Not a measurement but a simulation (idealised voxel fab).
A process module follows: voxel air gaps.
Pictured: cross-section cut, 230 nm wide, on a grid of 5 nm square cells.
This document writes a cross-section as a grid whose cells are square, and gives it as bands, listed from the top down; one or more rows of cells form a band. Read a band's entry like this: the first values are the height of its top and the height of its bottom in nm, and what follows is the sequence of materials from left to right, each with its width in nm. Note that "blank" is empty space, and that a single material marked "throughout" reaches across the band from edge to edge. Heights from 0 (as-received wafer is one material below). Bottom band endless downward, as "0..down". A width given as "30 to 40" starts at the first number in the band's top row and ends at the second number in its bottom row, shifting by an equal amount at every step from row to row. "no change" means the step left every cell of the cross-section as it was. Voids, fully enclosed: empty space of 8 cells or more with no open way to the top, each as width x height at its distance from the left edge, in nm. Heads up: the bit after the settings on a step's line is the simulator's remark on that step. The "overlay nm" setting may appear on a step's line; for a step that uses a mask, it gives how far to the right of its planned position the mask lay, and a negative value indicates the left.
**The process steps that were planned are listed below**
1 op RECEIVE | material Si
2 op CONFORMAL_DEP | material SiO2 | thk nm 10
3 op CONFORMAL_DEP | material SiN | thk nm 5
4 op DIRECTIONAL_DEP | material lowk | thk nm 40
5 op PATTERN | tone open | mask id LINES | material resist | width nm 15 | pitch nm 45 | thk nm 20 | overlay nm 0
6 op DIRECTIONAL_ETCH | etch materials lowk | depth nm 40
7 op STRIP | etch materials resist
8 op CONFORMAL_DEP | material TiN | thk nm 5
9 op FILL_DEP | material Ru | thk nm 5
10 op CMP | height nm 55
11 op EPI | material Ru | thk nm 10
12 op SELECTIVE_ETCH | etch materials lowk | depth nm 50
13 op CONFORMAL_DEP | material SiCN | thk nm 5
The plan shows the width nm of step 5 as the first wafer had it; this setting differs between the wafers, which start out alike.
**Here's the first of the wafers in cross-section, just as we got it, i.e. after step 1**
- 0..down  Si throughout
- Voids, fully enclosed: none
**each wafer at the end: cells of each material gained (+) or lost (-) since it was received, then its closed voids**
width nm 15, +84 Ru, +158 SiCN, +46 SiN, +92 SiO2, +68 TiN, Voids, fully enclosed: 20 x 30 at 60; 20 x 30 at 105; 20 x 30 at 150
width nm 20, +120 Ru, +146 SiCN, +46 SiN, +92 SiO2, +72 TiN, Voids, fully enclosed: 15 x 30 at 60; 15 x 30 at 105; 15 x 30 at 150
width nm 25, +156 Ru, +74 SiCN, +46 SiN, +92 SiO2, +76 TiN, +96 lowk, Voids, fully enclosed: none
width nm 30, +186 Ru, +74 SiCN, +46 SiN, +92 SiO2, +80 TiN, +72 lowk, Voids, fully enclosed: none
